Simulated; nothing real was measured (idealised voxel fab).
Process module name: voxel tone inversion
Pictured: cross-section cut, 235 nm wide, on a grid of 5 nm square cells.
Cross-section spec: square-cell grid; bands listed top down; each band is one or more rows. Band: top height; bottom height; in nm. Then, left to right: material with width in nm, for each material. "throughout": a single material spanning edge to edge. "blank": empty space. Where do heights start? At 0: under that level the wafer as delivered is made of one material only. And the lowest band has no floor; it just carries on downward, as in "0..down". Quick explanation for "30..40": the width changes in equal steps down the rows of cells, from the first number in the band's top row to the second number in its bottom row. No cell of the cross-section changed in a step that is given as "no modification". Listed in "Unvented internal voids": every empty space of 8 or more cells without an open way to the top. Form: width x height at distance, the distance being from the left edge, all in nm. If you see something after the settings on a step's line, that's the simulator's own remark about that step. When a step includes a mask, the "overlay nm" setting on its line states how far to the right of its planned place that mask lay, and negative values state how far to the left.
PLANNED STEP LIST FOR THE PROCESS
| 1 | RECEIVE | material Si |
| 2 | CONFORMAL_DEP | material SiCN | thk nm 5 |
| 3 | DIRECTIONAL_DEP | material aC | thk nm 20 |
| 4 | PATTERN | tone cover | mask id POSTS | material resist | width nm 20 | pitch nm 40 | thk nm 30 | overlay nm 0 |
| 5 | DIRECTIONAL_ETCH | etch materials aC | depth nm 20 |
| 6 | STRIP | etch materials resist |
| 7 | FILL_DEP | material SiO2 | thk nm 10 |
| 8 | CMP | height nm 25 |
| 9 | STRIP | etch materials aC |
| 10 | CONFORMAL_DEP | material TiN | thk nm 5 |
| 11 | FILL_DEP | material Ru | thk nm 10 |
| 12 | CMP | height nm 25 |
| 13 | CONFORMAL_DEP | material SiCN | thk nm 5 |
RUN AS PLANNED: FIRST OF TWO WAFERS
AS-RECEIVED STATE OF THE WAFER IN CROSS-SECTION, EQUIVALENT TO POST-STEP 1
- 0..down  Si throughout
- Unvented internal voids: none
WAFER AFTER STEP 2 (CROSS-SECTION)
- 5..0  SiCN throughout
- Heights below 0 show no change.
WAFER AFTER STEP 3 (CROSS-SECTION)
- 25..5  aC throughout
- Heights below 5 show no change.
WAFER AFTER STEP 4 (CROSS-SECTION)
- 55..25  blank (85) | resist (20) | blank (20) | resist (20) | blank (90)
- Heights below 25 show no change.
WAFER AFTER STEP 5 (CROSS-SECTION)
- 35..25  blank (85) | resist (20) | blank (20) | resist (20) | blank (90)
- 25..5  blank (85) | aC (20) | blank (20) | aC (20) | blank (90)
- Heights below 5 show no change.
WAFER AFTER STEP 6 (CROSS-SECTION)
- 25..5  blank (85) | aC (20) | blank (20) | aC (20) | blank (90)
- Heights below 5 show no change.
WAFER AFTER STEP 7 (CROSS-SECTION)
- 35..25  SiO2 throughout
- 25..5  SiO2 (85) | aC (20) | SiO2 (20) | aC (20) | SiO2 (90)
- Heights below 5 show no change.
WAFER AFTER STEP 8 (CROSS-SECTION)
- 25..5  SiO2 (85) | aC (20) | SiO2 (20) | aC (20) | SiO2 (90)
- Heights below 5 show no change.
WAFER AFTER STEP 9 (CROSS-SECTION)
- 25..5  SiO2 (85) | blank (20) | SiO2 (20) | blank (20) | SiO2 (90)
- Heights below 5 show no change.
WAFER AFTER STEP 10 (CROSS-SECTION)
- 30..25  TiN (90) | blank (10) | TiN (30) | blank (10) | TiN (95)
- 25..10  SiO2 (85) | TiN (5) | blank (10) | TiN (5) | SiO2 (20) | TiN (5) | blank (10) | TiN (5) | SiO2 (90)
- 10..5  SiO2 (85) | TiN (20) | SiO2 (20) | TiN (20) | SiO2 (90)
- Heights below 5 show no change.
WAFER AFTER STEP 11 (CROSS-SECTION)
- 40..30  Ru throughout
- 30..25  TiN (90) | Ru (10) | TiN (30) | Ru (10) | TiN (95)
- 25..10  SiO2 (85) | TiN (5) | Ru (10) | TiN (5) | SiO2 (20) | TiN (5) | Ru (10) | TiN (5) | SiO2 (90)
- Heights below 10 show no change.
WAFER AFTER STEP 12 (CROSS-SECTION)
- 25..10  SiO2 (85) | TiN (5) | Ru (10) | TiN (5) | SiO2 (20) | TiN (5) | Ru (10) | TiN (5) | SiO2 (90)
- Heights below 10 show no change.
WAFER AFTER STEP 13 (CROSS-SECTION)
- 30..25  SiCN throughout
- Heights below 25 show no change.
THE REMAINING WAFER, SECOND OF THE TWO, STARTED LIKE THE FIRST AND WAS RUN TO THE SAME PLAN, EXCEPT THAT ONE MISTAKE WAS MADE ALONG THE WAY; THE TWO COINCIDE THROUGH STEP 3, INCLUSIVE
WHAT THE SECOND WAFER LOOKS LIKE IN CROSS-SECTION WHEN STEP 4 SHOULD HAVE WRAPPED UP
- 55..25  blank (90) | resist (15) | blank (25) | resist (15) | blank (90)
- Heights below 25 show no change.
WHAT THE SECOND WAFER LOOKS LIKE IN CROSS-SECTION WHEN STEP 5 SHOULD HAVE WRAPPED UP
- 35..25  blank (90) | resist (15) | blank (25) | resist (15) | blank (90)
- 25..5  blank (90) | aC (15) | blank (25) | aC (15) | blank (90)
- Heights below 5 show no change.
WHAT THE SECOND WAFER LOOKS LIKE IN CROSS-SECTION WHEN STEP 6 SHOULD HAVE WRAPPED UP
- 25..5  blank (90) | aC (15) | blank (25) | aC (15) | blank (90)
- Heights below 5 show no change.
WHAT THE SECOND WAFER LOOKS LIKE IN CROSS-SECTION WHEN STEP 7 SHOULD HAVE WRAPPED UP
- 35..25  SiO2 throughout
- 25..5  SiO2 (90) | aC (15) | SiO2 (25) | aC (15) | SiO2 (90)
- Heights below 5 show no change.
WHAT THE SECOND WAFER LOOKS LIKE IN CROSS-SECTION WHEN STEP 8 SHOULD HAVE WRAPPED UP
- 25..5  SiO2 (90) | aC (15) | SiO2 (25) | aC (15) | SiO2 (90)
- Heights below 5 show no change.
WHAT THE SECOND WAFER LOOKS LIKE IN CROSS-SECTION WHEN STEP 9 SHOULD HAVE WRAPPED UP
- 25..5  SiO2 (90) | blank (15) | SiO2 (25) | blank (15) | SiO2 (90)
- Heights below 5 show no change.
WHAT THE SECOND WAFER LOOKS LIKE IN CROSS-SECTION WHEN STEP 10 SHOULD HAVE WRAPPED UP
- 30..25  TiN (95) | blank (5) | TiN (35) | blank (5) | TiN (95)
- 25..10  SiO2 (90) | TiN (5) | blank (5) | TiN (5) | SiO2 (25) | TiN (5) | blank (5) | TiN (5) | SiO2 (90)
- 10..5  SiO2 (90) | TiN (15) | SiO2 (25) | TiN (15) | SiO2 (90)
- Heights below 5 show no change.
WHAT THE SECOND WAFER LOOKS LIKE IN CROSS-SECTION WHEN STEP 11 SHOULD HAVE WRAPPED UP
- 40..30  Ru throughout
- 30..25  TiN (95) | Ru (5) | TiN (35) | Ru (5) | TiN (95)
- 25..10  SiO2 (90) | TiN (5) | Ru (5) | TiN (5) | SiO2 (25) | TiN (5) | Ru (5) | TiN (5) | SiO2 (90)
- Heights below 10 show no change.
WHAT THE SECOND WAFER LOOKS LIKE IN CROSS-SECTION WHEN STEP 12 SHOULD HAVE WRAPPED UP
- 25..10  SiO2 (90) | TiN (5) | Ru (5) | TiN (5) | SiO2 (25) | TiN (5) | Ru (5) | TiN (5) | SiO2 (90)
- Heights below 10 show no change.
WHAT THE SECOND WAFER LOOKS LIKE IN CROSS-SECTION WHEN STEP 13 SHOULD HAVE WRAPPED UP
- 30..25  SiCN throughout
- Heights below 25 show no change.
What broke from the plan during processing? step 4 changed vs plan, executed as PATTERN | tone cover | mask id POSTS | material resist | width nm 15 | pitch nm 40 | thk nm 30 | overlay nm 0
Final difference in cells, second wafer against first, listed per material as more or fewer: Ru -6 | SiO2 +8 | TiN -2
